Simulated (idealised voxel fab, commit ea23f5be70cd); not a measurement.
Process module under the name voxel quadruple lines
For reference, the cross-section in this document is cut, with width 170 nm and square cells of 5 nm.
Each cross-section below is a grid of square cells, stated as bands in top-down order, with one or more rows of cells making up each band. In this notation a band is specified by the heights of its top and bottom, in that order and in nm, after which its materials appear from left to right, each paired with its width in nm. The word "all across" attached to a single material means that material fills the band from edge to edge; the word "air" stands for empty space. Measure heights from 0. That's the level where, below it, the as-received wafer is all one material. The lowest band is bottomless and extends downward; write it as in "0 and below". When a width is written as two numbers, as in "30 to 40", the first number is the width in the top row of cells of the band and the second is the width in its bottom row, and the width changes by the same amount from each row to the next. "nothing changed" (step): cross-section cells unchanged, all of them. Under "Sealed internal voids" you'll find the enclosed gaps, the ones with no way out to the top, that are 8 cells or bigger; each reads width x height at distance, with distance counted from the left edge, everything in nm. Read whatever lies past the settings on a step's line as the simulator's own remark about the step. A step line may carry the setting "overlay nm", which, for steps involving a mask, states the distance by which the mask lay to the right of its intended position; negative values denote displacement to the left.
-- The steps planned for the process are as follows
step 1: RECEIVE [material Si]
step 2: CONFORMAL_DEP [material Al2O3] [thk nm 5]
step 3: DIRECTIONAL_DEP [material W] [thk nm 10]
step 4: DIRECTIONAL_DEP [material polySi] [thk nm 15]
step 5: DIRECTIONAL_DEP [material aC] [thk nm 25]
step 6: PATTERN [tone cover] [mask id MANDREL] [material resist] [width nm 30] [thk nm 35] [overlay nm 0]
step 7: DIRECTIONAL_ETCH [etch materials aC] [depth nm 25]
step 8: STRIP [etch materials resist]
step 9: CONFORMAL_DEP [material SiO2] [thk nm 10]
step 10: DIRECTIONAL_ETCH [etch materials SiO2] [depth nm 10]
step 11: STRIP [etch materials aC]
step 12: DIRECTIONAL_ETCH [etch materials polySi] [depth nm 15]
step 13: STRIP [etch materials SiO2]
step 14: CONFORMAL_DEP [material SiCN] [thk nm 10]
step 15: DIRECTIONAL_ETCH [etch materials SiCN] [depth nm 10]
step 16: STRIP [etch materials polySi]
step 17: DIRECTIONAL_ETCH [etch materials W] [depth nm 10]
step 18: STRIP [etch materials SiCN]
step 19: FILL_DEP [material lowk] [thk nm 10]
step 20: CMP [height nm 15]
-- As-received state of the wafer in cross-section, equivalent to post-step 1
  0 and below: Si all across
  Sealed internal voids: none
-- First of two wafers, end-of-module section, run followed plan
  15 down to 5: 50 of lowk  10 of W  10 of lowk  10 of W  10 of lowk  10 of W  10 of lowk  10 of W  50 of lowk
  5 down to 0: Al2O3 all across
  0 and below: Si all across
  Sealed internal voids: none
-- So this is wafer number two of the two, cut at the end of the module - it started where the first did and had the same plan, we just got one thing wrong running it
  5 down to 0: Al2O3 all across
  0 and below: Si all across
  Sealed internal voids: none
In executing the process, a mistake was made relative to the plan: planned and actual differ for step 20; actual: CMP [height nm 5]
Heads up, by the end the second wafer has more or fewer cells of some materials compared to the first: -16 W; -52 lowk
